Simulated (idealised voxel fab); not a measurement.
Process module in this document: voxel gate over fins
FYI the section here is cut, 145 nm wide, cells are 5 nm squares.
The cross-sections in this document take the form of a grid made of square cells. They are written out as bands, in order from top to bottom. Each band consists of one or more rows of cells.
Quick guide to a band line: top height, bottom height (nm) up front; then every material left to right with its width in nm. Only one material and it's marked "all across"? Then it fills the band edge to edge. And "air" just means empty space.
Heights are measured from 0, the level below which the as-received wafer is all one material; the lowest band has no bottom and continues downward, written as in "from 0 down".
You'd read "30->40" like this: the band's top row of cells is as wide as the first number, its bottom row is as wide as the second, and going down, every row changes width by the same amount as the row before did.
You'll sometimes find "no modifications" written for a step, and that's the way of saying that nowhere in the cross-section did a cell change during that step.
Enclosed voids (no open way to top), threshold 8 cells or more, entry "Closed cavity list", notation width x height at distance, distance from left edge, nm.
Heads up: the bit after the settings on a step's line is the simulator's remark on that step.
Among the settings permitted on a step's line is "overlay nm"; applied to a step with a mask, it specifies the extent to which the mask lay to the right of its planned position, whereas a negative figure signifies a position to the left.
Process steps (planned):
| 1 | RECEIVE: material Si |
| 2 | CONFORMAL_DEP: material SiN, thk nm 10 |
| 3 | DIRECTIONAL_DEP: material aC, thk nm 15 |
| 4 | PATTERN: tone cover, mask id FINS, material resist, width nm 15, pitch nm 40, thk nm 35, overlay nm 0 |
| 5 | DIRECTIONAL_ETCH: etch materials aC, depth nm 15 |
| 6 | STRIP: etch materials resist |
| 7 | DIRECTIONAL_ETCH: etch materials SiN, depth nm 10 |
| 8 | DIRECTIONAL_ETCH: etch materials Si, depth nm 30 |
| 9 | STRIP: etch materials aC |
| 10 | OXIDIZE: depth nm 5 |
| 11 | FILL_DEP: material SiO2, thk nm 10 |
| 12 | CMP: height nm 10 |
| 13 | SELECTIVE_ETCH: etch materials SiO2, depth nm 25 |
| 14 | STRIP: etch materials SiN |
| 15 | CONFORMAL_DEP: material HfO2, thk nm 5 |
| 16 | CONFORMAL_DEP: material TiN, thk nm 5 |
| 17 | FILL_DEP: material W, thk nm 10 |
| 18 | CMP: height nm 15 |
| 19 | CONFORMAL_DEP: material SiN, thk nm 5 |
The first wafer of two, processed as planned:
Wafer cross-section on receipt, i.e. after step 1:
* from 0 down = Si all across
* Closed cavity list: none
Wafer after step 2 (cross-section):
* from 10 to 0 = SiN all across
* Under 0: no change, same as before.
Wafer after step 3 (cross-section):
* from 25 to 10 = aC all across
* Under 10: no change, same as before.
Wafer after step 4 (cross-section):
* from 60 to 25 = air 25, then resist 15, then air 25, then resist 15, then air 25, then resist 15, then air 25
* Under 25: no change, same as before.
Wafer after step 5 (cross-section):
* from 45 to 25 = air 25, then resist 15, then air 25, then resist 15, then air 25, then resist 15, then air 25
* from 25 to 10 = air 25, then aC 15, then air 25, then aC 15, then air 25, then aC 15, then air 25
* Under 10: no change, same as before.
Wafer after step 6 (cross-section):
* from 25 to 10 = air 25, then aC 15, then air 25, then aC 15, then air 25, then aC 15, then air 25
* Under 10: no change, same as before.
Wafer after step 7 (cross-section):
* from 25 to 10 = air 25, then aC 15, then air 25, then aC 15, then air 25, then aC 15, then air 25
* from 10 to 0 = air 25, then SiN 15, then air 25, then SiN 15, then air 25, then SiN 15, then air 25
* Under 0: no change, same as before.
Wafer after step 8 (cross-section):
* from 25 to 10 = air 25, then aC 15, then air 25, then aC 15, then air 25, then aC 15, then air 25
* from 10 to 0 = air 25, then SiN 15, then air 25, then SiN 15, then air 25, then SiN 15, then air 25
* from 0 to -30 = air 25, then Si 15, then air 25, then Si 15, then air 25, then Si 15, then air 25
* Under -30: no change, same as before.
Wafer after step 9 (cross-section):
* from 10 to 0 = air 25, then SiN 15, then air 25, then SiN 15, then air 25, then SiN 15, then air 25
* Under 0: no change, same as before.
Wafer after step 10 (cross-section):
* from 10 to 0 = air 25, then SiN 15, then air 25, then SiN 15, then air 25, then SiN 15, then air 25
* from 0 to -30 = air 25, then SiO2 5, then Si 5, then SiO2 5, then air 25, then SiO2 5, then Si 5, then SiO2 5, then air 25, then SiO2 5, then Si 5, then SiO2 5, then air 25
* from -30 to -35 = SiO2 30, then Si 5, then SiO2 35, then Si 5, then SiO2 35, then Si 5, then SiO2 30
* Under -35: no change, same as before.
Wafer after step 11 (cross-section):
* from 20 to 10 = SiO2 all across
* from 10 to 0 = SiO2 25, then SiN 15, then SiO2 25, then SiN 15, then SiO2 25, then SiN 15, then SiO2 25
* from 0 to -35 = SiO2 30, then Si 5, then SiO2 35, then Si 5, then SiO2 35, then Si 5, then SiO2 30
* Under -35: no change, same as before.
Wafer after step 12 (cross-section):
* from 10 to 0 = SiO2 25, then SiN 15, then SiO2 25, then SiN 15, then SiO2 25, then SiN 15, then SiO2 25
* Under 0: no change, same as before.
Wafer after step 13 (cross-section):
* from 10 to 0 = air 25, then SiN 15, then air 25, then SiN 15, then air 25, then SiN 15, then air 25
* from 0 to -15 = air 30, then Si 5, then air 35, then Si 5, then air 35, then Si 5, then air 30
* Under -15: no change, same as before.
Wafer after step 14 (cross-section):
* from 0 to -15 = air 30, then Si 5, then air 35, then Si 5, then air 35, then Si 5, then air 30
* Under -15: no change, same as before.
Wafer after step 15 (cross-section):
* from 5 to 0 = air 25, then HfO2 15, then air 25, then HfO2 15, then air 25, then HfO2 15, then air 25
* from 0 to -10 = air 25, then HfO2 5, then Si 5, then HfO2 5, then air 25, then HfO2 5, then Si 5, then HfO2 5, then air 25, then HfO2 5, then Si 5, then HfO2 5, then air 25
* from -10 to -15 = HfO2 30, then Si 5, then HfO2 35, then Si 5, then HfO2 35, then Si 5, then HfO2 30
* Under -15: no change, same as before.
Wafer after step 16 (cross-section):
* from 10 to 5 = air 20, then TiN 25, then air 15, then TiN 25, then air 15, then TiN 25, then air 20
* from 5 to 0 = air 20, then TiN 5, then HfO2 15, then TiN 5, then air 15, then TiN 5, then HfO2 15, then TiN 5, then air 15, then TiN 5, then HfO2 15, then TiN 5, then air 20
* from 0 to -5 = air 20, then TiN 5, then HfO2 5, then Si 5, then HfO2 5, then TiN 5, then air 15, then TiN 5, then HfO2 5, then Si 5, then HfO2 5, then TiN 5, then air 15, then TiN 5, then HfO2 5, then Si 5, then HfO2 5, then TiN 5, then air 20
* from -5 to -10 = TiN 25, then HfO2 5, then Si 5, then HfO2 5, then TiN 25, then HfO2 5, then Si 5, then HfO2 5, then TiN 25, then HfO2 5, then Si 5, then HfO2 5, then TiN 25
* Under -10: no change, same as before.
Wafer after step 17 (cross-section):
* from 20 to 10 = W all across
* from 10 to 5 = W 20, then TiN 25, then W 15, then TiN 25, then W 15, then TiN 25, then W 20
* from 5 to 0 = W 20, then TiN 5, then HfO2 15, then TiN 5, then W 15, then TiN 5, then HfO2 15, then TiN 5, then W 15, then TiN 5, then HfO2 15, then TiN 5, then W 20
* from 0 to -5 = W 20, then TiN 5, then HfO2 5, then Si 5, then HfO2 5, then TiN 5, then W 15, then TiN 5, then HfO2 5, then Si 5, then HfO2 5, then TiN 5, then W 15, then TiN 5, then HfO2 5, then Si 5, then HfO2 5, then TiN 5, then W 20
* Under -5: no change, same as before.
Wafer after step 18 (cross-section):
* from 15 to 10 = W all across
* Under 10: no change, same as before.
Wafer after step 19 (cross-section):
* from 20 to 15 = SiN all across
* Under 15: no change, same as before.
The second wafer was prepared from the same starting point and under the same plan as the first; its processing contained one mistake, and it remains indistinguishable from the first wafer up to and including step 7:
Cross-sectional view of the second wafer at the intended end time of process step 8:
* from 25 to 10 = air 25, then aC 15, then air 25, then aC 15, then air 25, then aC 15, then air 25
* from 10 to 0 = air 25, then SiN 15, then air 25, then SiN 15, then air 25, then SiN 15, then air 25
* from 0 to -60 = air 25, then Si 15, then air 25, then Si 15, then air 25, then Si 15, then air 25
* Under -60: no change, same as before.
Cross-sectional view of the second wafer at the intended end time of process step 9:
* from 10 to 0 = air 25, then SiN 15, then air 25, then SiN 15, then air 25, then SiN 15, then air 25
* Under 0: no change, same as before.
Cross-sectional view of the second wafer at the intended end time of process step 10:
* from 10 to 0 = air 25, then SiN 15, then air 25, then SiN 15, then air 25, then SiN 15, then air 25
* from 0 to -60 = air 25, then SiO2 5, then Si 5, then SiO2 5, then air 25, then SiO2 5, then Si 5, then SiO2 5, then air 25, then SiO2 5, then Si 5, then SiO2 5, then air 25
* from -60 to -65 = SiO2 30, then Si 5, then SiO2 35, then Si 5, then SiO2 35, then Si 5, then SiO2 30
* Under -65: no change, same as before.
Cross-sectional view of the second wafer at the intended end time of process step 11:
* from 20 to 10 = SiO2 all across
* from 10 to 0 = SiO2 25, then SiN 15, then SiO2 25, then SiN 15, then SiO2 25, then SiN 15, then SiO2 25
* from 0 to -65 = SiO2 30, then Si 5, then SiO2 35, then Si 5, then SiO2 35, then Si 5, then SiO2 30
* Under -65: no change, same as before.
Cross-sectional view of the second wafer at the intended end time of process step 12:
* from 10 to 0 = SiO2 25, then SiN 15, then SiO2 25, then SiN 15, then SiO2 25, then SiN 15, then SiO2 25
* Under 0: no change, same as before.
Cross-sectional view of the second wafer at the intended end time of process step 13:
* from 10 to 0 = air 25, then SiN 15, then air 25, then SiN 15, then air 25, then SiN 15, then air 25
* from 0 to -15 = air 30, then Si 5, then air 35, then Si 5, then air 35, then Si 5, then air 30
* Under -15: no change, same as before.
Cross-sectional view of the second wafer at the intended end time of process step 14:
* from 0 to -15 = air 30, then Si 5, then air 35, then Si 5, then air 35, then Si 5, then air 30
* Under -15: no change, same as before.
Cross-sectional view of the second wafer at the intended end time of process step 15:
* from 5 to 0 = air 25, then HfO2 15, then air 25, then HfO2 15, then air 25, then HfO2 15, then air 25
* from 0 to -10 = air 25, then HfO2 5, then Si 5, then HfO2 5, then air 25, then HfO2 5, then Si 5, then HfO2 5, then air 25, then HfO2 5, then Si 5, then HfO2 5, then air 25
* from -10 to -15 = HfO2 30, then Si 5, then HfO2 35, then Si 5, then HfO2 35, then Si 5, then HfO2 30
* Under -15: no change, same as before.
Cross-sectional view of the second wafer at the intended end time of process step 16:
* from 10 to 5 = air 20, then TiN 25, then air 15, then TiN 25, then air 15, then TiN 25, then air 20
* from 5 to 0 = air 20, then TiN 5, then HfO2 15, then TiN 5, then air 15, then TiN 5, then HfO2 15, then TiN 5, then air 15, then TiN 5, then HfO2 15, then TiN 5, then air 20
* from 0 to -5 = air 20, then TiN 5, then HfO2 5, then Si 5, then HfO2 5, then TiN 5, then air 15, then TiN 5, then HfO2 5, then Si 5, then HfO2 5, then TiN 5, then air 15, then TiN 5, then HfO2 5, then Si 5, then HfO2 5, then TiN 5, then air 20
* from -5 to -10 = TiN 25, then HfO2 5, then Si 5, then HfO2 5, then TiN 25, then HfO2 5, then Si 5, then HfO2 5, then TiN 25, then HfO2 5, then Si 5, then HfO2 5, then TiN 25
* Under -10: no change, same as before.
Cross-sectional view of the second wafer at the intended end time of process step 17:
* from 20 to 10 = W all across
* from 10 to 5 = W 20, then TiN 25, then W 15, then TiN 25, then W 15, then TiN 25, then W 20
* from 5 to 0 = W 20, then TiN 5, then HfO2 15, then TiN 5, then W 15, then TiN 5, then HfO2 15, then TiN 5, then W 15, then TiN 5, then HfO2 15, then TiN 5, then W 20
* from 0 to -5 = W 20, then TiN 5, then HfO2 5, then Si 5, then HfO2 5, then TiN 5, then W 15, then TiN 5, then HfO2 5, then Si 5, then HfO2 5, then TiN 5, then W 15, then TiN 5, then HfO2 5, then Si 5, then HfO2 5, then TiN 5, then W 20
* Under -5: no change, same as before.
Cross-sectional view of the second wafer at the intended end time of process step 18:
* from 15 to 10 = W all across
* Under 10: no change, same as before.
Cross-sectional view of the second wafer at the intended end time of process step 19:
* from 20 to 15 = SiN all across
* Under 15: no change, same as before.
Error vs. plan: it should be noted that step 8 of the plan was executed twice
Upon completion, the second wafer contains, in terms of cells, a greater or smaller amount of certain materials than the first wafer: 156 fewer of Si, 156 more of SiO2
